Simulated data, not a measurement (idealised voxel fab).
The following process module bears the name voxel transistor to metal.
Shown is cross-section cut, with a width of 150 nm and square cells of size 5 nm.
The cross-sections in this document take the form of a grid made of square cells. They are written out as bands, in order from top to bottom. Each band consists of one or more rows of cells. Read a band's entry like this: the first values are the height of its top and the height of its bottom in nm, and what follows is the sequence of materials from left to right, each with its width in nm. Note that "air" is empty space, and that a single material marked "throughout" reaches across the band from edge to edge. We count height from 0. Below that, the starting wafer is all one material. The lowest band never ends at the bottom but goes on down; see "0 nm and below" for how that is written. You'd read "30..40" like this: the band's top row of cells is as wide as the first number, its bottom row is as wide as the second, and going down, every row changes width by the same amount as the row before did. Given "nothing got changed" for a step, no cell of the cross-section differs between before and after that step. Under "Closed internal cavities" you'll find the enclosed gaps, the ones with no way out to the top, that are 8 cells or bigger; each reads width x height at distance, with distance counted from the left edge, everything in nm. Heads up: the bit after the settings on a step's line is the simulator's remark on that step. On any step carrying a mask, the "overlay nm" setting, if present on the step's line, tells how far right of its planned place the mask lay; negative values point to the left.

This section lists the process steps that were planned
- 1: RECEIVE with material Si
- 2: OXIDIZE with depth nm 5
- 3: CONFORMAL_DEP with material SiN, thk nm 10
- 4: MASKED_ETCH with tone cover, mask id ACTIVE, width nm 95, etch materials SiN, depth nm 10, overlay nm 0
- 5: MASKED_ETCH with tone cover, mask id ACTIVE, width nm 95, etch materials SiO2, depth nm 5, overlay nm 0
- 6: MASKED_ETCH with tone cover, mask id ACTIVE, width nm 95, etch materials Si, depth nm 25, overlay nm 0
- 7: FILL_DEP with material SiO2, thk nm 15
- 8: CMP with height nm 10
- 9: SELECTIVE_ETCH with etch materials SiO2, depth nm 10
- 10: STRIP with etch materials SiN
- 11: SELECTIVE_ETCH with etch materials SiO2, depth nm 5
- 12: OXIDIZE with depth nm 5
- 13: DIRECTIONAL_DEP with material polySi, thk nm 25
- 14: DIRECTIONAL_DEP with material SiCN, thk nm 15
- 15: PATTERN with tone cover, mask id GATE, material resist, width nm 25, thk nm 20, overlay nm 0
- 16: DIRECTIONAL_ETCH with etch materials SiCN, depth nm 25
- 17: DIRECTIONAL_ETCH with etch materials polySi, depth nm 35
- 18: STRIP with etch materials resist
- 19: CONFORMAL_DEP with material SiO2, thk nm 5
- 20: DIRECTIONAL_ETCH with etch materials SiO2, depth nm 5
- 21: CONFORMAL_DEP with material SiN, thk nm 5
- 22: DIRECTIONAL_ETCH with etch materials SiN, depth nm 5
- 23: DIRECTIONAL_ETCH with etch materials SiO2, depth nm 5
- 24: DIRECTIONAL_ETCH with etch materials Si, depth nm 10
- 25: EPI with material SiGe, thk nm 10
- 26: FILL_DEP with material SiO2, thk nm 10
- 27: CMP with height nm 35
- 28: DIRECTIONAL_DEP with material SiO2, thk nm 10
- 29: MASKED_ETCH with tone open, mask id CONTACT, width nm 25, pitch nm 60, etch materials SiO2, depth nm 55, overlay nm 0
- 30: CONFORMAL_DEP with material TiN, thk nm 5
- 31: FILL_DEP with material Ru, thk nm 5
- 32: CMP with height nm 45
- 33: DIRECTIONAL_DEP with material TiN, thk nm 5
- 34: DIRECTIONAL_DEP with material Ru, thk nm 20
- 35: PATTERN with tone cover, mask id METAL_1, material resist, width nm 15, pitch nm 70, thk nm 20, overlay nm 0
- 36: DIRECTIONAL_ETCH with etch materials Ru, depth nm 20
- 37: DIRECTIONAL_ETCH with etch materials TiN, depth nm 5
- 38: STRIP with etch materials resist
- 39: CONFORMAL_DEP with material SiN, thk nm 5
- 40: FILL_DEP with material SiO2, thk nm 5
- 41: CMP with height nm 70
- 42: CONFORMAL_DEP with material SiN, thk nm 5

First wafer, as planned

Cross-section of the wafer upon arrival, representing the state reached after step 1
  0 nm and below: Si throughout
  Closed internal cavities: none

Cross-section: wafer state after step 2
  0 nm to -5 nm: SiO2 throughout
  Whatever lies below -5 is exactly as it was before.

Cross-section: wafer state after step 3
  10 nm to 0 nm: SiN throughout
  Whatever lies below 0 is exactly as it was before.

Cross-section: wafer state after step 4
  10 nm to 0 nm: air 25, then SiN 95, then air 30
  Whatever lies below 0 is exactly as it was before.

Cross-section: wafer state after step 5
  10 nm to 0 nm: air 25, then SiN 95, then air 30
  0 nm to -5 nm: air 25, then SiO2 95, then air 30
  Whatever lies below -5 is exactly as it was before.

Cross-section: wafer state after step 6
  10 nm to 0 nm: air 25, then SiN 95, then air 30
  0 nm to -5 nm: air 25, then SiO2 95, then air 30
  -5 nm to -30 nm: air 25, then Si 95, then air 30
  Whatever lies below -30 is exactly as it was before.

Cross-section: wafer state after step 7
  25 nm to 10 nm: SiO2 throughout
  10 nm to 0 nm: SiO2 25, then SiN 95, then SiO2 30
  0 nm to -5 nm: SiO2 throughout
  -5 nm to -30 nm: SiO2 25, then Si 95, then SiO2 30
  Whatever lies below -30 is exactly as it was before.

Cross-section: wafer state after step 8
  10 nm to 0 nm: SiO2 25, then SiN 95, then SiO2 30
  Whatever lies below 0 is exactly as it was before.

Cross-section: wafer state after step 9
  10 nm to 0 nm: air 25, then SiN 95, then air 30
  Whatever lies below 0 is exactly as it was before.

Cross-section: wafer state after step 10
  0 nm to -5 nm: SiO2 throughout
  Whatever lies below -5 is exactly as it was before.

Cross-section: wafer state after step 11
  -5 nm to -30 nm: SiO2 25, then Si 95, then SiO2 30
  Whatever lies below -30 is exactly as it was before.

Cross-section: wafer state after step 12
  -5 nm to -10 nm: SiO2 throughout
  Whatever lies below -10 is exactly as it was before.

Cross-section: wafer state after step 13
  20 nm to -5 nm: polySi throughout
  Whatever lies below -5 is exactly as it was before.

Cross-section: wafer state after step 14
  35 nm to 20 nm: SiCN throughout
  Whatever lies below 20 is exactly as it was before.

Cross-section: wafer state after step 15
  55 nm to 35 nm: air 60, then resist 25, then air 65
  Whatever lies below 35 is exactly as it was before.

Cross-section: wafer state after step 16
  55 nm to 35 nm: air 60, then resist 25, then air 65
  35 nm to 20 nm: air 60, then SiCN 25, then air 65
  Whatever lies below 20 is exactly as it was before.

Cross-section: wafer state after step 17
  55 nm to 35 nm: air 60, then resist 25, then air 65
  35 nm to 20 nm: air 60, then SiCN 25, then air 65
  20 nm to -5 nm: air 60, then polySi 25, then air 65
  Whatever lies below -5 is exactly as it was before.

Cross-section: wafer state after step 18
  35 nm to 20 nm: air 60, then SiCN 25, then air 65
  Whatever lies below 20 is exactly as it was before.

Cross-section: wafer state after step 19
  40 nm to 35 nm: air 55, then SiO2 35, then air 60
  35 nm to 20 nm: air 55, then SiO2 5, then SiCN 25, then SiO2 5, then air 60
  20 nm to 0 nm: air 55, then SiO2 5, then polySi 25, then SiO2 5, then air 60
  0 nm to -5 nm: SiO2 60, then polySi 25, then SiO2 65
  Whatever lies below -5 is exactly as it was before.

Cross-section: wafer state after step 20
  35 nm to 20 nm: air 55, then SiO2 5, then SiCN 25, then SiO2 5, then air 60
  20 nm to -5 nm: air 55, then SiO2 5, then polySi 25, then SiO2 5, then air 60
  Whatever lies below -5 is exactly as it was before.

Cross-section: wafer state after step 21
  40 nm to 35 nm: air 50, then SiN 45, then air 55
  35 nm to 20 nm: air 50, then SiN 5, then SiO2 5, then SiCN 25, then SiO2 5, then SiN 5, then air 55
  20 nm to 0 nm: air 50, then SiN 5, then SiO2 5, then polySi 25, then SiO2 5, then SiN 5, then air 55
  0 nm to -5 nm: SiN 55, then SiO2 5, then polySi 25, then SiO2 5, then SiN 60
  Whatever lies below -5 is exactly as it was before.

Cross-section: wafer state after step 22
  35 nm to 20 nm: air 50, then SiN 5, then SiO2 5, then SiCN 25, then SiO2 5, then SiN 5, then air 55
  20 nm to -5 nm: air 50, then SiN 5, then SiO2 5, then polySi 25, then SiO2 5, then SiN 5, then air 55
  Whatever lies below -5 is exactly as it was before.

Cross-section: wafer state after step 23
  35 nm to 30 nm: air 50, then SiN 5, then air 5, then SiCN 25, then air 5, then SiN 5, then air 55
  30 nm to 20 nm: air 50, then SiN 5, then SiO2 5, then SiCN 25, then SiO2 5, then SiN 5, then air 55
  20 nm to -5 nm: air 50, then SiN 5, then SiO2 5, then polySi 25, then SiO2 5, then SiN 5, then air 55
  -5 nm to -10 nm: air 50, then SiO2 45, then air 55
  Whatever lies below -10 is exactly as it was before.

Cross-section: wafer state after step 24
  35 nm to 30 nm: air 50, then SiN 5, then air 5, then SiCN 25, then air 5, then SiN 5, then air 55
  30 nm to 20 nm: air 50, then SiN 5, then SiO2 5, then SiCN 25, then SiO2 5, then SiN 5, then air 55
  20 nm to -5 nm: air 50, then SiN 5, then SiO2 5, then polySi 25, then SiO2 5, then SiN 5, then air 55
  -5 nm to -10 nm: air 50, then SiO2 45, then air 55
  -10 nm to -20 nm: SiO2 25, then air 25, then Si 45, then air 25, then SiO2 30
  Whatever lies below -20 is exactly as it was before.

Cross-section: wafer state after step 25
  35 nm to 30 nm: air 50, then SiN 5, then air 5, then SiCN 25, then air 5, then SiN 5, then air 55
  30 nm to 20 nm: air 50, then SiN 5, then SiO2 5, then SiCN 25, then SiO2 5, then SiN 5, then air 55
  20 nm to 0 nm: air 50, then SiN 5, then SiO2 5, then polySi 25, then SiO2 5, then SiN 5, then air 55
  0 nm to -5 nm: air 40, then SiGe 10, then SiN 5, then SiO2 5, then polySi 25, then SiO2 5, then SiN 5, then SiGe 10, then air 45
  -5 nm to -10 nm: air 40, then SiGe 10, then SiO2 45, then SiGe 10, then air 45
  -10 nm to -20 nm: SiO2 25, then SiGe 25, then Si 45, then SiGe 25, then SiO2 30
  Whatever lies below -20 is exactly as it was before.

Cross-section: wafer state after step 26
  45 nm to 35 nm: SiO2 throughout
  35 nm to 20 nm: SiO2 50, then SiN 5, then SiO2 5, then SiCN 25, then SiO2 5, then SiN 5, then SiO2 55
  20 nm to 0 nm: SiO2 50, then SiN 5, then SiO2 5, then polySi 25, then SiO2 5, then SiN 5, then SiO2 55
  0 nm to -5 nm: SiO2 40, then SiGe 10, then SiN 5, then SiO2 5, then polySi 25, then SiO2 5, then SiN 5, then SiGe 10, then SiO2 45
  -5 nm to -10 nm: SiO2 40, then SiGe 10, then SiO2 45, then SiGe 10, then SiO2 45
  Whatever lies below -10 is exactly as it was before.

Cross-section: wafer state after step 27
  35 nm to 20 nm: SiO2 50, then SiN 5, then SiO2 5, then SiCN 25, then SiO2 5, then SiN 5, then SiO2 55
  Whatever lies below 20 is exactly as it was before.

Cross-section: wafer state after step 28
  45 nm to 35 nm: SiO2 throughout
  Whatever lies below 35 is exactly as it was before.

Cross-section: wafer state after step 29
  45 nm to 35 nm: SiO2 30, then air 25, then SiO2 35, then air 25, then SiO2 35
  35 nm to 20 nm: SiO2 30, then air 20, then SiN 5, then SiO2 5, then SiCN 25, then SiO2 5, then SiN 5, then air 20, then SiO2 35
  20 nm to 0 nm: SiO2 30, then air 20, then SiN 5, then SiO2 5, then polySi 25, then SiO2 5, then SiN 5, then air 20, then SiO2 35
  0 nm to -5 nm: SiO2 30, then air 10, then SiGe 10, then SiN 5, then SiO2 5, then polySi 25, then SiO2 5, then SiN 5, then SiGe 10, then air 10, then SiO2 35
  -5 nm to -10 nm: SiO2 30, then air 10, then SiGe 10, then SiO2 45, then SiGe 10, then air 10, then SiO2 35
  Whatever lies below -10 is exactly as it was before.

Cross-section: wafer state after step 30
  50 nm to 45 nm: TiN 35, then air 15, then TiN 45, then air 15, then TiN 40
  45 nm to 35 nm: SiO2 30, then TiN 5, then air 15..10, then TiN 5..10, then SiO2 35, then TiN 5..10, then air 15..10, then TiN 5, then SiO2 35
  35 nm to 20 nm: SiO2 30, then TiN 5, then air 10, then TiN 5, then SiN 5, then SiO2 5, then SiCN 25, then SiO2 5, then SiN 5, then TiN 5, then air 10, then TiN 5, then SiO2 35
  20 nm to 5 nm: SiO2 30, then TiN 5, then air 10, then TiN 5, then SiN 5, then SiO2 5, then polySi 25, then SiO2 5, then SiN 5, then TiN 5, then air 10, then TiN 5, then SiO2 35
  5 nm to 0 nm: SiO2 30, then TiN 20, then SiN 5, then SiO2 5, then polySi 25, then SiO2 5, then SiN 5, then TiN 20, then SiO2 35
  0 nm to -5 nm: SiO2 30, then TiN 10, then SiGe 10, then SiN 5, then SiO2 5, then polySi 25, then SiO2 5, then SiN 5, then SiGe 10, then TiN 10, then SiO2 35
  -5 nm to -10 nm: SiO2 30, then TiN 10, then SiGe 10, then SiO2 45, then SiGe 10, then TiN 10, then SiO2 35
  Whatever lies below -10 is exactly as it was before.

Cross-section: wafer state after step 31
  55 nm to 50 nm: Ru throughout
  50 nm to 45 nm: TiN 35, then Ru 15, then TiN 45, then Ru 15, then TiN 40
  45 nm to 35 nm: SiO2 30, then TiN 5, then Ru 15..10, then TiN 5..10, then SiO2 35, then TiN 5..10, then Ru 15..10, then TiN 5, then SiO2 35
  35 nm to 20 nm: SiO2 30, then TiN 5, then Ru 10, then TiN 5, then SiN 5, then SiO2 5, then SiCN 25, then SiO2 5, then SiN 5, then TiN 5, then Ru 10, then TiN 5, then SiO2 35
  20 nm to 5 nm: SiO2 30, then TiN 5, then Ru 10, then TiN 5, then SiN 5, then SiO2 5, then polySi 25, then SiO2 5, then SiN 5, then TiN 5, then Ru 10, then TiN 5, then SiO2 35
  Whatever lies below 5 is exactly as it was before.

Cross-section: wafer state after step 32
  45 nm to 35 nm: SiO2 30, then TiN 5, then Ru 15..10, then TiN 5..10, then SiO2 35, then TiN 5..10, then Ru 15..10, then TiN 5, then SiO2 35
  Whatever lies below 35 is exactly as it was before.

Cross-section: wafer state after step 33
  50 nm to 45 nm: TiN throughout
  Whatever lies below 45 is exactly as it was before.

Cross-section: wafer state after step 34
  70 nm to 50 nm: Ru throughout
  Whatever lies below 50 is exactly as it was before.

Cross-section: wafer state after step 35
  90 nm to 70 nm: air 30, then resist 15, then air 55, then resist 15, then air 35
  Whatever lies below 70 is exactly as it was before.

Cross-section: wafer state after step 36
  90 nm to 70 nm: air 30, then resist 15, then air 55, then resist 15, then air 35
  70 nm to 50 nm: air 30, then Ru 15, then air 55, then Ru 15, then air 35
  Whatever lies below 50 is exactly as it was before.

Cross-section: wafer state after step 37
  90 nm to 70 nm: air 30, then resist 15, then air 55, then resist 15, then air 35
  70 nm to 50 nm: air 30, then Ru 15, then air 55, then Ru 15, then air 35
  50 nm to 45 nm: air 30, then TiN 15, then air 55, then TiN 15, then air 35
  Whatever lies below 45 is exactly as it was before.

Cross-section: wafer state after step 38
  70 nm to 50 nm: air 30, then Ru 15, then air 55, then Ru 15, then air 35
  Whatever lies below 50 is exactly as it was before.

Cross-section: wafer state after step 39
  75 nm to 70 nm: air 25, then SiN 25, then air 45, then SiN 25, then air 30
  70 nm to 50 nm: air 25, then SiN 5, then Ru 15, then SiN 5, then air 45, then SiN 5, then Ru 15, then SiN 5, then air 30
  50 nm to 45 nm: SiN 30, then TiN 15, then SiN 55, then TiN 15, then SiN 35
  Whatever lies below 45 is exactly as it was before.

Cross-section: wafer state after step 40
  80 nm to 75 nm: SiO2 throughout
  75 nm to 70 nm: SiO2 25, then SiN 25, then SiO2 45, then SiN 25, then SiO2 30
  70 nm to 50 nm: SiO2 25, then SiN 5, then Ru 15, then SiN 5, then SiO2 45, then SiN 5, then Ru 15, then SiN 5, then SiO2 30
  Whatever lies below 50 is exactly as it was before.

Cross-section: wafer state after step 41
  70 nm to 50 nm: SiO2 25, then SiN 5, then Ru 15, then SiN 5, then SiO2 45, then SiN 5, then Ru 15, then SiN 5, then SiO2 30
  Whatever lies below 50 is exactly as it was before.

Cross-section: wafer state after step 42
  75 nm to 70 nm: SiN throughout
  Whatever lies below 70 is exactly as it was before.

The remaining wafer, second of the two, started like the first and was run to the same plan, except that one mistake was made along the way; the two coincide through step 34, inclusive

Second wafer shown in cross-section at the time step 35 was slated to end
  90 nm to 70 nm: air 20, then resist 15, then air 55, then resist 15, then air 45
  Whatever lies below 70 is exactly as it was before.

Second wafer shown in cross-section at the time step 36 was slated to end
  90 nm to 70 nm: air 20, then resist 15, then air 55, then resist 15, then air 45
  70 nm to 50 nm: air 20, then Ru 15, then air 55, then Ru 15, then air 45
  Whatever lies below 50 is exactly as it was before.

Second wafer shown in cross-section at the time step 37 was slated to end
  90 nm to 70 nm: air 20, then resist 15, then air 55, then resist 15, then air 45
  70 nm to 50 nm: air 20, then Ru 15, then air 55, then Ru 15, then air 45
  50 nm to 45 nm: air 20, then TiN 15, then air 55, then TiN 15, then air 45
  Whatever lies below 45 is exactly as it was before.

Second wafer shown in cross-section at the time step 38 was slated to end
  70 nm to 50 nm: air 20, then Ru 15, then air 55, then Ru 15, then air 45
  Whatever lies below 50 is exactly as it was before.

Second wafer shown in cross-section at the time step 39 was slated to end
  75 nm to 70 nm: air 15, then SiN 25, then air 45, then SiN 25, then air 40
  70 nm to 50 nm: air 15, then SiN 5, then Ru 15, then SiN 5, then air 45, then SiN 5, then Ru 15, then SiN 5, then air 40
  50 nm to 45 nm: SiN 20, then TiN 15, then SiN 55, then TiN 15, then SiN 45
  Whatever lies below 45 is exactly as it was before.

Second wafer shown in cross-section at the time step 40 was slated to end
  80 nm to 75 nm: SiO2 throughout
  75 nm to 70 nm: SiO2 15, then SiN 25, then SiO2 45, then SiN 25, then SiO2 40
  70 nm to 50 nm: SiO2 15, then SiN 5, then Ru 15, then SiN 5, then SiO2 45, then SiN 5, then Ru 15, then SiN 5, then SiO2 40
  Whatever lies below 50 is exactly as it was before.

Second wafer shown in cross-section at the time step 41 was slated to end
  70 nm to 50 nm: SiO2 15, then SiN 5, then Ru 15, then SiN 5, then SiO2 45, then SiN 5, then Ru 15, then SiN 5, then SiO2 40
  Whatever lies below 50 is exactly as it was before.

Second wafer shown in cross-section at the time step 42 was slated to end
  75 nm to 70 nm: SiN throughout
  Whatever lies below 70 is exactly as it was before.
It is concluded that the wafer was processed incorrectly with respect to the plan, in that step 35 ran with different settings than intended, the actual operation and settings being PATTERN with tone cover, mask id METAL_1, material resist, width nm 15, pitch nm 70, thk nm 20, overlay nm -10
At the close, every material occupies the same number of cells on the second wafer as on the first, only in different positions.
